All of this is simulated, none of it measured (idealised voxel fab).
Process module under the name voxel transistor to metal
155 nm wide, 5 nm square cells: that's cross-section cut.
Notation: cross-section as square-cell grid; stated in bands, top first, going down; one or more cell rows per band.
Band: top height; bottom height; in nm. Then, left to right: material with width in nm, for each material. "everywhere": a single material spanning edge to edge. "air": empty space.
Heights are reckoned from 0. Under this level, the received wafer is all of one material. The bottommost band is open-ended downward, for example "0..down".
Quick explanation for "30..40": the width changes in equal steps down the rows of cells, from the first number in the band's top row to the second number in its bottom row.
"remains unaltered" for a step: no cell of the cross-section changed in that step.
Each empty space that has no open way to the top and spans at least 8 cells appears under "Completely enclosed voids" as width x height at distance, the distance counted from the left edge, all in nm.
Whatever follows a step's settings on its line is a remark the simulator itself makes about that step.
On any step carrying a mask, the "overlay nm" setting, if present on the step's line, tells how far right of its planned place the mask lay; negative values point to the left.
Read each pair as before and after one process step. The after cross-section shows only down to the lowest band that changed. The step between them and its settings are given below the pair. Pairs can come from different runs of this module on the same starting wafer. A pair continues from the pair above only where its "Pre-step profile" entry says so.

[Pre-step profile]
> 80..55: SiO2 everywhere
> 55..50: SiCN everywhere
> 50..35: SiO2 (35) / TiN (5) / W (10) / TiN (5) / SiO2 (45) / TiN (5) / W (10) / TiN (5) / SiO2 (35)
> 35..20: SiO2 (35) / TiN (5) / W (10) / TiN (5) / SiO2 (5) / SiN (10) / SiCN (15) / SiN (10) / SiO2 (5) / TiN (5) / W (10) / TiN (5) / SiO2 (35)
> 20..5: SiO2 (35) / TiN (5) / W (10) / TiN (5) / SiO2 (5) / SiN (10) / polySi (15) / SiN (10) / SiO2 (5) / TiN (5) / W (10) / TiN (5) / SiO2 (35)
> 5..0: SiO2 (35) / TiN (20) / SiO2 (5) / SiN (10) / polySi (15) / SiN (10) / SiO2 (5) / TiN (20) / SiO2 (35)
> 0..-5: SiO2 (50) / pSi (10) / SiN (10) / polySi (15) / SiN (10) / pSi (10) / SiO2 (50)
> -5..-10: SiO2 (20) / SiN (10) / pSi (30) / SiN (10) / SiO2 (15) / SiN (10) / pSi (30) / SiN (10) / SiO2 (20)
> -10..-15: SiO2 (30) / pSi (30) / Si (35) / pSi (30) / SiO2 (30)
> -15..-45: SiO2 (30) / Si (95) / SiO2 (30)
> -45..down: Si everywhere
> Completely enclosed voids: none

[Resulting Cross-Section]
> 95..80: resist (35) / air (20) / resist (45) / air (20) / resist (35)
> Everything under 80 stays put, no change at all.
> Completely enclosed voids: none
The process step bridging the two cross-sections above: PATTERN with tone open, mask id METAL_1, material resist, width nm 20, pitch nm 65, thk nm 15, overlay nm 0

Pre-step profile: per the after cross-section of the pair just above.

[Resulting Cross-Section]
> 95..80: resist (35) / air (20) / resist (45) / air (20) / resist (35)
> 80..55: SiO2 (35) / air (20) / SiO2 (45) / air (20) / SiO2 (35)
> Everything under 55 stays put, no change at all.
> Completely enclosed voids: none
The process step bridging the two cross-sections above: DIRECTIONAL_ETCH with etch materials SiO2, depth nm 25

Pre-step profile: per the after cross-section of the pair just above.

[Resulting Cross-Section]
> 95..80: resist (35) / air (20) / resist (45) / air (20) / resist (35)
> 80..55: SiO2 (35) / air (20) / SiO2 (45) / air (20) / SiO2 (35)
> 55..50: SiCN (35) / air (20) / SiCN (45) / air (20) / SiCN (35)
> Everything under 50 stays put, no change at all.
> Completely enclosed voids: none
The process step bridging the two cross-sections above: DIRECTIONAL_ETCH with etch materials SiCN, depth nm 5

Pre-step profile: per the after cross-section of the pair just above.

[Resulting Cross-Section]
> 80..55: SiO2 (35) / air (20) / SiO2 (45) / air (20) / SiO2 (35)
> Everything under 55 stays put, no change at all.
> Completely enclosed voids: none
The process step bridging the two cross-sections above: STRIP with etch materials resist

Pre-step profile: per the after cross-section of the pair just above.

[Resulting Cross-Section]
> 85..80: TiN (40) / air (10) / TiN (55) / air (10) / TiN (40)
> 80..55: SiO2 (35) / TiN (5) / air (10) / TiN (5) / SiO2 (45) / TiN (5) / air (10) / TiN (5) / SiO2 (35)
> 55..50: SiCN (35) / TiN (20) / SiCN (45) / TiN (20) / SiCN (35)
> Everything under 50 stays put, no change at all.
> Completely enclosed voids: none
The process step bridging the two cross-sections above: CONFORMAL_DEP with material TiN, thk nm 5

Pre-step profile: per the after cross-section of the pair just above.

[Resulting Cross-Section]
> 90..85: W everywhere
> 85..80: TiN (40) / W (10) / TiN (55) / W (10) / TiN (40)
> 80..55: SiO2 (35) / TiN (5) / W (10) / TiN (5) / SiO2 (45) / TiN (5) / W (10) / TiN (5) / SiO2 (35)
> Everything under 55 stays put, no change at all.
> Completely enclosed voids: none
The process step bridging the two cross-sections above: FILL_DEP with material W, thk nm 5

Pre-step profile: per the after cross-section of the pair just above.

[Resulting Cross-Section]
> 80..55: SiO2 (35) / TiN (5) / W (10) / TiN (5) / SiO2 (45) / TiN (5) / W (10) / TiN (5) / SiO2 (35)
> Everything under 55 stays put, no change at all.
> Completely enclosed voids: none
The process step bridging the two cross-sections above: CMP with height nm 80

Pre-step profile: per the after cross-section of the pair just above.

[Resulting Cross-Section]
> 85..80: air (30) / Ru (30) / air (35) / Ru (30) / air (30)
> Everything under 80 stays put, no change at all.
> Completely enclosed voids: none
The process step bridging the two cross-sections above: EPI with material Ru, thk nm 5

Pre-step profile: per the after cross-section of the pair just above.

[Resulting Cross-Section]
> 90..85: SiCN everywhere
> 85..80: SiCN (30) / Ru (30) / SiCN (35) / Ru (30) / SiCN (30)
> Everything under 80 stays put, no change at all.
> Completely enclosed voids: none
The process step bridging the two cross-sections above: FILL_DEP with material SiCN, thk nm 5

[Pre-step profile]
> 40..35: SiCN (20) / air (115) / SiCN (20)
> 35..25: SiCN everywhere
> 25..20: polySi (20) / SiCN (115) / polySi (20)
> 20..0: polySi everywhere
> 0..-5: SiO2 (20) / polySi (115) / SiO2 (20)
> -5..-10: SiO2 everywhere
> -10..-45: SiO2 (30) / Si (95) / SiO2 (30)
> -45..down: Si everywhere
> Completely enclosed voids: none

[Resulting Cross-Section]
> 55..50: SiCN (20) / air (115) / SiCN (20)
> 50..25: SiCN everywhere
> Everything under 25 stays put, no change at all.
> Completely enclosed voids: none
The process step bridging the two cross-sections above: DIRECTIONAL_DEP with material SiCN, thk nm 15

Pre-step profile: per the after cross-section of the pair just above.

[Resulting Cross-Section]
> 65..60: aC (20) / air (115) / aC (20)
> 60..55: aC everywhere
> 55..50: SiCN (20) / aC (115) / SiCN (20)
> Everything under 50 stays put, no change at all.
> Completely enclosed voids: none
The process step bridging the two cross-sections above: DIRECTIONAL_DEP with material aC, thk nm 10

Pre-step profile: per the after cross-section of the pair just above.

[Resulting Cross-Section]
> 90..65: air (70) / resist (15) / air (70)
> 65..60: aC (20) / air (50) / resist (15) / air (50) / aC (20)
> Everything under 60 stays put, no change at all.
> Completely enclosed voids: none
The process step bridging the two cross-sections above: PATTERN with tone cover, mask id GATE, material resist, width nm 15, thk nm 25, overlay nm 0

Pre-step profile: per the after cross-section of the pair just above.

[Resulting Cross-Section]
> 80..60: air (70) / resist (15) / air (70)
> 60..55: air (70) / aC (15) / air (70)
> 55..50: SiCN (20) / air (50) / aC (15) / air (50) / SiCN (20)
> Everything under 50 stays put, no change at all.
> Completely enclosed voids: none
The process step bridging the two cross-sections above: DIRECTIONAL_ETCH with etch materials aC, depth nm 10

Pre-step profile: per the after cross-section of the pair just above.

[Resulting Cross-Section]
> 60..55: air (70) / aC (15) / air (70)
> Everything under 55 stays put, no change at all.
> Completely enclosed voids: none
The process step bridging the two cross-sections above: STRIP with etch materials resist

Pre-step profile: per the after cross-section of the pair just above.

[Resulting Cross-Section]
> 60..50: air (70) / aC (15) / air (70)
> 50..30: air (70) / SiCN (15) / air (70)
> 30..25: SiCN (20) / air (50) / SiCN (15) / air (50) / SiCN (20)
> Everything under 25 stays put, no change at all.
> Completely enclosed voids: none
The process step bridging the two cross-sections above: DIRECTIONAL_ETCH with etch materials SiCN, depth nm 25

Pre-step profile: per the after cross-section of the pair just above.

[Resulting Cross-Section]
> 50..30: air (70) / SiCN (15) / air (70)
> Everything under 30 stays put, no change at all.
> Completely enclosed voids: none
The process step bridging the two cross-sections above: STRIP with etch materials aC

Pre-step profile: per the after cross-section of the pair just above.

[Resulting Cross-Section]
> 55..50: air (65) / SiO2 (25) / air (65)
> 50..35: air (65) / SiO2 (5) / SiCN (15) / SiO2 (5) / air (65)
> 35..30: SiO2 (25) / air (40) / SiO2 (5) / SiCN (15) / SiO2 (5) / air (40) / SiO2 (25)
> 30..25: SiCN (20) / SiO2 (50) / SiCN (15) / SiO2 (50) / SiCN (20)
> Everything under 25 stays put, no change at all.
> Completely enclosed voids: none
The process step bridging the two cross-sections above: CONFORMAL_DEP with material SiO2, thk nm 5

Pre-step profile: per the after cross-section of the pair just above.

[Resulting Cross-Section]
> 50..30: air (65) / SiO2 (5) / SiCN (15) / SiO2 (5) / air (65)
> 30..25: SiCN (20) / SiO2 (5) / air (40) / SiO2 (5) / SiCN (15) / SiO2 (5) / air (40) / SiO2 (5) / SiCN (20)
> Everything under 25 stays put, no change at all.
> Completely enclosed voids: none
The process step bridging the two cross-sections above: DIRECTIONAL_ETCH with etch materials SiO2, depth nm 5

Pre-step profile: per the after cross-section of the pair just above.

[Resulting Cross-Section]
> 60..50: air (55) / SiN (45) / air (55)
> 50..40: air (55) / SiN (10) / SiO2 (5) / SiCN (15) / SiO2 (5) / SiN (10) / air (55)
> 40..35: SiN (35) / air (20) / SiN (10) / SiO2 (5) / SiCN (15) / SiO2 (5) / SiN (10) / air (20) / SiN (35)
> 35..30: SiN (65) / SiO2 (5) / SiCN (15) / SiO2 (5) / SiN (65)
> 30..25: SiCN (20) / SiO2 (5) / SiN (40) / SiO2 (5) / SiCN (15) / SiO2 (5) / SiN (40) / SiO2 (5) / SiCN (20)
> Everything under 25 stays put, no change at all.
> Completely enclosed voids: none
The process step bridging the two cross-sections above: CONFORMAL_DEP with material SiN, thk nm 10

Pre-step profile: per the after cross-section of the pair just above.

[Resulting Cross-Section]
> 50..30: air (55) / SiN (10) / SiO2 (5) / SiCN (15) / SiO2 (5) / SiN (10) / air (55)
> 30..25: SiCN (20) / SiO2 (5) / SiN (10) / air (20) / SiN (10) / SiO2 (5) / SiCN (15) / SiO2 (5) / SiN (10) / air (20) / SiN (10) / SiO2 (5) / SiCN (20)
> Everything under 25 stays put, no change at all.
> Completely enclosed voids: none
The process step bridging the two cross-sections above: DIRECTIONAL_ETCH with etch materials SiN, depth nm 10

Pre-step profile: per the after cross-section of the pair just above.

[Resulting Cross-Section]
> 50..45: air (55) / SiN (10) / air (5) / SiCN (15) / air (5) / SiN (10) / air (55)
> 45..30: air (55) / SiN (10) / SiO2 (5) / SiCN (15) / SiO2 (5) / SiN (10) / air (55)
> 30..25: SiCN (20) / air (5) / SiN (10) / air (20) / SiN (10) / SiO2 (5) / SiCN (15) / SiO2 (5) / SiN (10) / air (20) / SiN (10) / air (5) / SiCN (20)
> Everything under 25 stays put, no change at all.
> Completely enclosed voids: none
The process step bridging the two cross-sections above: DIRECTIONAL_ETCH with etch materials SiO2, depth nm 5

Pre-step profile: per the after cross-section of the pair just above.

[Resulting Cross-Section]
> 55..50: SiO2 everywhere
> 50..30: SiO2 (55) / SiN (10) / SiO2 (5) / SiCN (15) / SiO2 (5) / SiN (10) / SiO2 (55)
> 30..25: SiCN (20) / SiO2 (5) / SiN (10) / SiO2 (20) / SiN (10) / SiO2 (5) / SiCN (15) / SiO2 (5) / SiN (10) / SiO2 (20) / SiN (10) / SiO2 (5) / SiCN (20)
> Everything under 25 stays put, no change at all.
> Completely enclosed voids: none
The process step bridging the two cross-sections above: FILL_DEP with material SiO2, thk nm 5

Pre-step profile: per the after cross-section of the pair just above.

[Resulting Cross-Section]
> 35..30: SiO2 (55) / SiN (10) / SiO2 (5) / SiCN (15) / SiO2 (5) / SiN (10) / SiO2 (55)
> Everything under 30 stays put, no change at all.
> Completely enclosed voids: none
The process step bridging the two cross-sections above: CMP with height nm 35

Pre-step profile: per the after cross-section of the pair just above.

[Resulting Cross-Section]
> 50..35: SiO2 everywhere
> Everything under 35 stays put, no change at all.
> Completely enclosed voids: none
The process step bridging the two cross-sections above: DIRECTIONAL_DEP with material SiO2, thk nm 15

Pre-step profile: per the after cross-section of the pair just above.

[Resulting Cross-Section]
> 70..50: resist (35) / air (20) / resist (45) / air (20) / resist (35)
> Everything under 50 stays put, no change at all.
> Completely enclosed voids: none
The process step bridging the two cross-sections above: PATTERN with tone open, mask id CONTACT, material resist, width nm 20, pitch nm 65, thk nm 20, overlay nm 0

Pre-step profile: per the after cross-section of the pair just above.

[Resulting Cross-Section]
> 70..50: resist (35) / air (20) / resist (45) / air (20) / resist (35)
> 50..35: SiO2 (35) / air (20) / SiO2 (45) / air (20) / SiO2 (35)
> 35..30: SiO2 (35) / air (20) / SiN (10) / SiO2 (5) / SiCN (15) / SiO2 (5) / SiN (10) / air (20) / SiO2 (35)
> 30..25: SiCN (20) / SiO2 (5) / SiN (10) / air (20) / SiN (10) / SiO2 (5) / SiCN (15) / SiO2 (5) / SiN (10) / air (20) / SiN (10) / SiO2 (5) / SiCN (20)
> Everything under 25 stays put, no change at all.
> Completely enclosed voids: none
The process step bridging the two cross-sections above: DIRECTIONAL_ETCH with etch materials SiO2, depth nm 50

Pre-step profile: per the after cross-section of the pair just above.

[Resulting Cross-Section]
> 50..35: SiO2 (35) / air (20) / SiO2 (45) / air (20) / SiO2 (35)
> Everything under 35 stays put, no change at all.
> Completely enclosed voids: none
The process step bridging the two cross-sections above: STRIP with etch materials resist

Pre-step profile: per the after cross-section of the pair just above.

[Resulting Cross-Section]
> 55..50: TiN (40) / air (10) / TiN (55) / air (10) / TiN (40)
> 50..35: SiO2 (35) / TiN (5) / air (10) / TiN (5) / SiO2 (45) / TiN (5) / air (10) / TiN (5) / SiO2 (35)
> 35..30: SiO2 (35) / TiN (5) / air (10) / TiN (5) / SiN (10) / SiO2 (5) / SiCN (15) / SiO2 (5) / SiN (10) / TiN (5) / air (10) / TiN (5) / SiO2 (35)
> 30..25: SiCN (20) / SiO2 (5) / SiN (10) / TiN (20) / SiN (10) / SiO2 (5) / SiCN (15) / SiO2 (5) / SiN (10) / TiN (20) / SiN (10) / SiO2 (5) / SiCN (20)
> Everything under 25 stays put, no change at all.
> Completely enclosed voids: none
The process step bridging the two cross-sections above: CONFORMAL_DEP with material TiN, thk nm 5

Pre-step profile: per the after cross-section of the pair just above.

[Resulting Cross-Section]
> 60..55: W everywhere
> 55..50: TiN (40) / W (10) / TiN (55) / W (10) / TiN (40)
> 50..35: SiO2 (35) / TiN (5) / W (10) / TiN (5) / SiO2 (45) / TiN (5) / W (10) / TiN (5) / SiO2 (35)
> 35..30: SiO2 (35) / TiN (5) / W (10) / TiN (5) / SiN (10) / SiO2 (5) / SiCN (15) / SiO2 (5) / SiN (10) / TiN (5) / W (10) / TiN (5) / SiO2 (35)
> Everything under 30 stays put, no change at all.
> Completely enclosed voids: none
The process step bridging the two cross-sections above: FILL_DEP with material W, thk nm 5

Pre-step profile: per the after cross-section of the pair just above.

[Resulting Cross-Section]
> 50..35: SiO2 (35) / TiN (5) / W (10) / TiN (5) / SiO2 (45) / TiN (5) / W (10) / TiN (5) / SiO2 (35)
> Everything under 35 stays put, no change at all.
> Completely enclosed voids: none
The process step bridging the two cross-sections above: CMP with height nm 50

Pre-step profile: per the after cross-section of the pair just above.

[Resulting Cross-Section]
> 55..50: SiCN everywhere
> Everything under 50 stays put, no change at all.
> Completely enclosed voids: none
The process step bridging the two cross-sections above: CONFORMAL_DEP with material SiCN, thk nm 5

Pre-step profile: per the after cross-section of the pair just above.

[Resulting Cross-Section]
> 80..55: SiO2 everywhere
> Everything under 55 stays put, no change at all.
> Completely enclosed voids: none
The process step bridging the two cross-sections above: DIRECTIONAL_DEP with material SiO2, thk nm 25

Pre-step profile: per the after cross-section of the pair just above.

[Resulting Cross-Section]
> 95..80: resist (35) / air (20) / resist (45) / air (20) / resist (35)
> Everything under 80 stays put, no change at all.
> Completely enclosed voids: none
The process step bridging the two cross-sections above: PATTERN with tone open, mask id METAL_1, material resist, width nm 20, pitch nm 65, thk nm 15, overlay nm 0

Pre-step profile: per the after cross-section of the pair just above.

[Resulting Cross-Section]
> 95..80: resist (35) / air (20) / resist (45) / air (20) / resist (35)
> 80..55: SiO2 (35) / air (20) / SiO2 (45) / air (20) / SiO2 (35)
> Everything under 55 stays put, no change at all.
> Completely enclosed voids: none
The process step bridging the two cross-sections above: DIRECTIONAL_ETCH with etch materials SiO2, depth nm 25

Pre-step profile: per the after cross-section of the pair just above.

[Resulting Cross-Section]
> 95..80: resist (35) / air (20) / resist (45) / air (20) / resist (35)
> 80..55: SiO2 (35) / air (20) / SiO2 (45) / air (20) / SiO2 (35)
> 55..50: SiCN (35) / air (20) / SiCN (45) / air (20) / SiCN (35)
> Everything under 50 stays put, no change at all.
> Completely enclosed voids: none
The process step bridging the two cross-sections above: DIRECTIONAL_ETCH with etch materials SiCN, depth nm 5

Pre-step profile: per the after cross-section of the pair just above.

[Resulting Cross-Section]
> 80..55: SiO2 (35) / air (20) / SiO2 (45) / air (20) / SiO2 (35)
> Everything under 55 stays put, no change at all.
> Completely enclosed voids: none
The process step bridging the two cross-sections above: STRIP with etch materials resist

Pre-step profile: per the after cross-section of the pair just above.

[Resulting Cross-Section]
> 85..80: TiN (40) / air (10) / TiN (55) / air (10) / TiN (40)
> 80..55: SiO2 (35) / TiN (5) / air (10) / TiN (5) / SiO2 (45) / TiN (5) / air (10) / TiN (5) / SiO2 (35)
> 55..50: SiCN (35) / TiN (20) / SiCN (45) / TiN (20) / SiCN (35)
> Everything under 50 stays put, no change at all.
> Completely enclosed voids: none
The process step bridging the two cross-sections above: CONFORMAL_DEP with material TiN, thk nm 5

Pre-step profile: per the after cross-section of the pair just above.

[Resulting Cross-Section]
> 90..85: W everywhere
> 85..80: TiN (40) / W (10) / TiN (55) / W (10) / TiN (40)
> 80..55: SiO2 (35) / TiN (5) / W (10) / TiN (5) / SiO2 (45) / TiN (5) / W (10) / TiN (5) / SiO2 (35)
> Everything under 55 stays put, no change at all.
> Completely enclosed voids: none
The process step bridging the two cross-sections above: FILL_DEP with material W, thk nm 5

Pre-step profile: per the after cross-section of the pair just above.

[Resulting Cross-Section]
> 80..55: SiO2 (35) / TiN (5) / W (10) / TiN (5) / SiO2 (45) / TiN (5) / W (10) / TiN (5) / SiO2 (35)
> Everything under 55 stays put, no change at all.
> Completely enclosed voids: none
The process step bridging the two cross-sections above: CMP with height nm 80

Pre-step profile: per the after cross-section of the pair just above.

[Resulting Cross-Section]
> 85..80: air (30) / Ru (30) / air (35) / Ru (30) / air (30)
> Everything under 80 stays put, no change at all.
> Completely enclosed voids: none
The process step bridging the two cross-sections above: EPI with material Ru, thk nm 5

Pre-step profile: per the after cross-section of the pair just above.

[Resulting Cross-Section]
> 90..85: SiCN everywhere
> 85..80: SiCN (30) / Ru (30) / SiCN (35) / Ru (30) / SiCN (30)
> Everything under 80 stays put, no change at all.
> Completely enclosed voids: none
The process step bridging the two cross-sections above: FILL_DEP with material SiCN, thk nm 5

[Pre-step profile]
> 35..30: air (55) / SiN (10) / air (5) / SiCN (15) / air (5) / SiN (10) / air (55)
> 30..20: air (55) / SiN (10) / SiO2 (5) / SiCN (15) / SiO2 (5) / SiN (10) / air (55)
> 20..0: air (55) / SiN (10) / SiO2 (5) / polySi (15) / SiO2 (5) / SiN (10) / air (55)
> 0..-5: air (25) / SiN (10) / air (20) / SiN (10) / SiO2 (5) / polySi (15) / SiO2 (5) / SiN (10) / air (20) / SiN (10) / air (25)
> -5..-10: SiO2 (35) / air (20) / SiO2 (45) / air (20) / SiO2 (35)
> -10..-45: SiO2 (30) / Si (95) / SiO2 (30)
> -45..down: Si everywhere
> Completely enclosed voids: none

[Resulting Cross-Section]
> 35..30: air (55) / SiN (10) / air (5) / SiCN (15) / air (5) / SiN (10) / air (55)
> 30..20: air (55) / SiN (10) / SiO2 (5) / SiCN (15) / SiO2 (5) / SiN (10) / air (55)
> 20..0: air (55) / SiN (10) / SiO2 (5) / polySi (15) / SiO2 (5) / SiN (10) / air (55)
> 0..-5: air (25) / SiN (10) / pSi (20) / SiN (10) / SiO2 (5) / polySi (15) / SiO2 (5) / SiN (10) / pSi (20) / SiN (10) / air (25)
> -5..-10: SiO2 (35) / pSi (20) / SiO2 (45) / pSi (20) / SiO2 (35)
> Everything under -10 stays put, no change at all.
> Completely enclosed voids: none
The process step bridging the two cross-sections above: EPI with material pSi, thk nm 10

Pre-step profile: per the after cross-section of the pair just above.

[Resulting Cross-Section]
> 35..30: air (55) / SiN (10) / air (5) / SiCN (15) / air (5) / SiN (10) / air (55)
> 30..20: air (55) / SiN (10) / SiO2 (5) / SiCN (15) / SiO2 (5) / SiN (10) / air (55)
> 20..0: air (55) / SiN (10) / SiO2 (5) / polySi (15) / SiO2 (5) / SiN (10) / air (55)
> 0..-5: air (25) / SiN (10) / air (20) / SiN (10) / SiO2 (5) / polySi (15) / SiO2 (5) / SiN (10) / air (20) / SiN (10) / air (25)
> Everything under -5 stays put, no change at all.
> Completely enclosed voids: none
The process step bridging the two cross-sections above: DIRECTIONAL_ETCH with etch materials Si, depth nm 5

Pre-step profile: per the after cross-section of the pair just above.

[Resulting Cross-Section]
> 40..35: SiO2 everywhere
> 35..20: SiO2 (55) / SiN (10) / SiO2 (5) / SiCN (15) / SiO2 (5) / SiN (10) / SiO2 (55)
> 20..0: SiO2 (55) / SiN (10) / SiO2 (5) / polySi (15) / SiO2 (5) / SiN (10) / SiO2 (55)
> 0..-5: SiO2 (25) / SiN (10) / SiO2 (20) / SiN (10) / SiO2 (5) / polySi (15) / SiO2 (5) / SiN (10) / SiO2 (20) / SiN (10) / SiO2 (25)
> Everything under -5 stays put, no change at all.
> Completely enclosed voids: none
The process step bridging the two cross-sections above: FILL_DEP with material SiO2, thk nm 5

Pre-step profile: per the after cross-section of the pair just above.

[Resulting Cross-Section]
> 35..20: SiO2 (55) / SiN (10) / SiO2 (5) / SiCN (15) / SiO2 (5) / SiN (10) / SiO2 (55)
> Everything under 20 stays put, no change at all.
> Completely enclosed voids: none
The process step bridging the two cross-sections above: CMP with height nm 35

Pre-step profile: per the after cross-section of the pair just above.

[Resulting Cross-Section]
> 50..35: SiO2 everywhere
> Everything under 35 stays put, no change at all.
> Completely enclosed voids: none
The process step bridging the two cross-sections above: DIRECTIONAL_DEP with material SiO2, thk nm 15

Pre-step profile: per the after cross-section of the pair just above.

[Resulting Cross-Section]
> 70..50: resist (35) / air (20) / resist (45) / air (20) / resist (35)
> Everything under 50 stays put, no change at all.
> Completely enclosed voids: none
The process step bridging the two cross-sections above: PATTERN with tone open, mask id CONTACT, material resist, width nm 20, pitch nm 65, thk nm 20, overlay nm 0

Pre-step profile: per the after cross-section of the pair just above.

[Resulting Cross-Section]
> 70..50: resist (35) / air (20) / resist (45) / air (20) / resist (35)
> 50..35: SiO2 (35) / air (20) / SiO2 (45) / air (20) / SiO2 (35)
> 35..20: SiO2 (35) / air (20) / SiN (10) / SiO2 (5) / SiCN (15) / SiO2 (5) / SiN (10) / air (20) / SiO2 (35)
> 20..0: SiO2 (35) / air (20) / SiN (10) / SiO2 (5) / polySi (15) / SiO2 (5) / SiN (10) / air (20) / SiO2 (35)
> Everything under 0 stays put, no change at all.
> Completely enclosed voids: none
The process step bridging the two cross-sections above: DIRECTIONAL_ETCH with etch materials SiO2, depth nm 50

Pre-step profile: per the after cross-section of the pair just above.

[Resulting Cross-Section]
> 50..35: SiO2 (35) / air (20) / SiO2 (45) / air (20) / SiO2 (35)
> Everything under 35 stays put, no change at all.
> Completely enclosed voids: none
The process step bridging the two cross-sections above: STRIP with etch materials resist

Pre-step profile: per the after cross-section of the pair just above.

[Resulting Cross-Section]
> 55..50: TiN (40) / air (10) / TiN (55) / air (10) / TiN (40)
> 50..35: SiO2 (35) / TiN (5) / air (10) / TiN (5) / SiO2 (45) / TiN (5) / air (10) / TiN (5) / SiO2 (35)
> 35..20: SiO2 (35) / TiN (5) / air (10) / TiN (5) / SiN (10) / SiO2 (5) / SiCN (15) / SiO2 (5) / SiN (10) / TiN (5) / air (10) / TiN (5) / SiO2 (35)
> 20..5: SiO2 (35) / TiN (5) / air (10) / TiN (5) / SiN (10) / SiO2 (5) / polySi (15) / SiO2 (5) / SiN (10) / TiN (5) / air (10) / TiN (5) / SiO2 (35)
> 5..0: SiO2 (35) / TiN (20) / SiN (10) / SiO2 (5) / polySi (15) / SiO2 (5) / SiN (10) / TiN (20) / SiO2 (35)
> Everything under 0 stays put, no change at all.
> Completely enclosed voids: none
The process step bridging the two cross-sections above: CONFORMAL_DEP with material TiN, thk nm 5

Pre-step profile: per the after cross-section of the pair just above.

[Resulting Cross-Section]
> 60..55: W everywhere
> 55..50: TiN (40) / W (10) / TiN (55) / W (10) / TiN (40)
> 50..35: SiO2 (35) / TiN (5) / W (10) / TiN (5) / SiO2 (45) / TiN (5) / W (10) / TiN (5) / SiO2 (35)
> 35..20: SiO2 (35) / TiN (5) / W (10) / TiN (5) / SiN (10) / SiO2 (5) / SiCN (15) / SiO2 (5) / SiN (10) / TiN (5) / W (10) / TiN (5) / SiO2 (35)
> 20..5: SiO2 (35) / TiN (5) / W (10) / TiN (5) / SiN (10) / SiO2 (5) / polySi (15) / SiO2 (5) / SiN (10) / TiN (5) / W (10) / TiN (5) / SiO2 (35)
> Everything under 5 stays put, no change at all.
> Completely enclosed voids: none
The process step bridging the two cross-sections above: FILL_DEP with material W, thk nm 5

Pre-step profile: per the after cross-section of the pair just above.

[Resulting Cross-Section]
> 50..35: SiO2 (35) / TiN (5) / W (10) / TiN (5) / SiO2 (45) / TiN (5) / W (10) / TiN (5) / SiO2 (35)
> Everything under 35 stays put, no change at all.
> Completely enclosed voids: none
The process step bridging the two cross-sections above: CMP with height nm 50

Pre-step profile: per the after cross-section of the pair just above.

[Resulting Cross-Section]
> 55..50: SiCN everywhere
> Everything under 50 stays put, no change at all.
> Completely enclosed voids: none
The process step bridging the two cross-sections above: CONFORMAL_DEP with material SiCN, thk nm 5

Pre-step profile: per the after cross-section of the pair just above.

[Resulting Cross-Section]
> 80..55: SiO2 everywhere
> Everything under 55 stays put, no change at all.
> Completely enclosed voids: none
The process step bridging the two cross-sections above: DIRECTIONAL_DEP with material SiO2, thk nm 25

Pre-step profile: per the after cross-section of the pair just above.

[Resulting Cross-Section]
> 95..80: resist (35) / air (20) / resist (45) / air (20) / resist (35)
> Everything under 80 stays put, no change at all.
> Completely enclosed voids: none
The process step bridging the two cross-sections above: PATTERN with tone open, mask id METAL_1, material resist, width nm 20, pitch nm 65, thk nm 15, overlay nm 0

Pre-step profile: per the after cross-section of the pair just above.

[Resulting Cross-Section]
> 95..80: resist (35) / air (20) / resist (45) / air (20) / resist (35)
> 80..55: SiO2 (35) / air (20) / SiO2 (45) / air (20) / SiO2 (35)
> Everything under 55 stays put, no change at all.
> Completely enclosed voids: none
The process step bridging the two cross-sections above: DIRECTIONAL_ETCH with etch materials SiO2, depth nm 25

Pre-step profile: per the after cross-section of the pair just above.

[Resulting Cross-Section]
> 95..80: resist (35) / air (20) / resist (45) / air (20) / resist (35)
> 80..55: SiO2 (35) / air (20) / SiO2 (45) / air (20) / SiO2 (35)
> 55..50: SiCN (35) / air (20) / SiCN (45) / air (20) / SiCN (35)
> Everything under 50 stays put, no change at all.
> Completely enclosed voids: none
The process step bridging the two cross-sections above: DIRECTIONAL_ETCH with etch materials SiCN, depth nm 5

Pre-step profile: per the after cross-section of the pair just above.

[Resulting Cross-Section]
> 80..55: SiO2 (35) / air (20) / SiO2 (45) / air (20) / SiO2 (35)
> Everything under 55 stays put, no change at all.
> Completely enclosed voids: none
The process step bridging the two cross-sections above: STRIP with etch materials resist

Pre-step profile: per the after cross-section of the pair just above.

[Resulting Cross-Section]
> 85..80: TiN (40) / air (10) / TiN (55) / air (10) / TiN (40)
> 80..55: SiO2 (35) / TiN (5) / air (10) / TiN (5) / SiO2 (45) / TiN (5) / air (10) / TiN (5) / SiO2 (35)
> 55..50: SiCN (35) / TiN (20) / SiCN (45) / TiN (20) / SiCN (35)
> Everything under 50 stays put, no change at all.
> Completely enclosed voids: none
The process step bridging the two cross-sections above: CONFORMAL_DEP with material TiN, thk nm 5

Pre-step profile: per the after cross-section of the pair just above.

[Resulting Cross-Section]
> 90..85: W everywhere
> 85..80: TiN (40) / W (10) / TiN (55) / W (10) / TiN (40)
> 80..55: SiO2 (35) / TiN (5) / W (10) / TiN (5) / SiO2 (45) / TiN (5) / W (10) / TiN (5) / SiO2 (35)
> Everything under 55 stays put, no change at all.
> Completely enclosed voids: none
The process step bridging the two cross-sections above: FILL_DEP with material W, thk nm 5

Pre-step profile: per the after cross-section of the pair just above.

[Resulting Cross-Section]
> 80..55: SiO2 (35) / TiN (5) / W (10) / TiN (5) / SiO2 (45) / TiN (5) / W (10) / TiN (5) / SiO2 (35)
> Everything under 55 stays put, no change at all.
> Completely enclosed voids: none
The process step bridging the two cross-sections above: CMP with height nm 80

Pre-step profile: per the after cross-section of the pair just above.

[Resulting Cross-Section]
> 85..80: air (30) / Ru (30) / air (35) / Ru (30) / air (30)
> Everything under 80 stays put, no change at all.
> Completely enclosed voids: none
The process step bridging the two cross-sections above: EPI with material Ru, thk nm 5

Pre-step profile: per the after cross-section of the pair just above.

[Resulting Cross-Section]
> 90..85: SiCN everywhere
> 85..80: SiCN (30) / Ru (30) / SiCN (35) / Ru (30) / SiCN (30)
> Everything under 80 stays put, no change at all.
> Completely enclosed voids: none
The process step bridging the two cross-sections above: FILL_DEP with material SiCN, thk nm 5
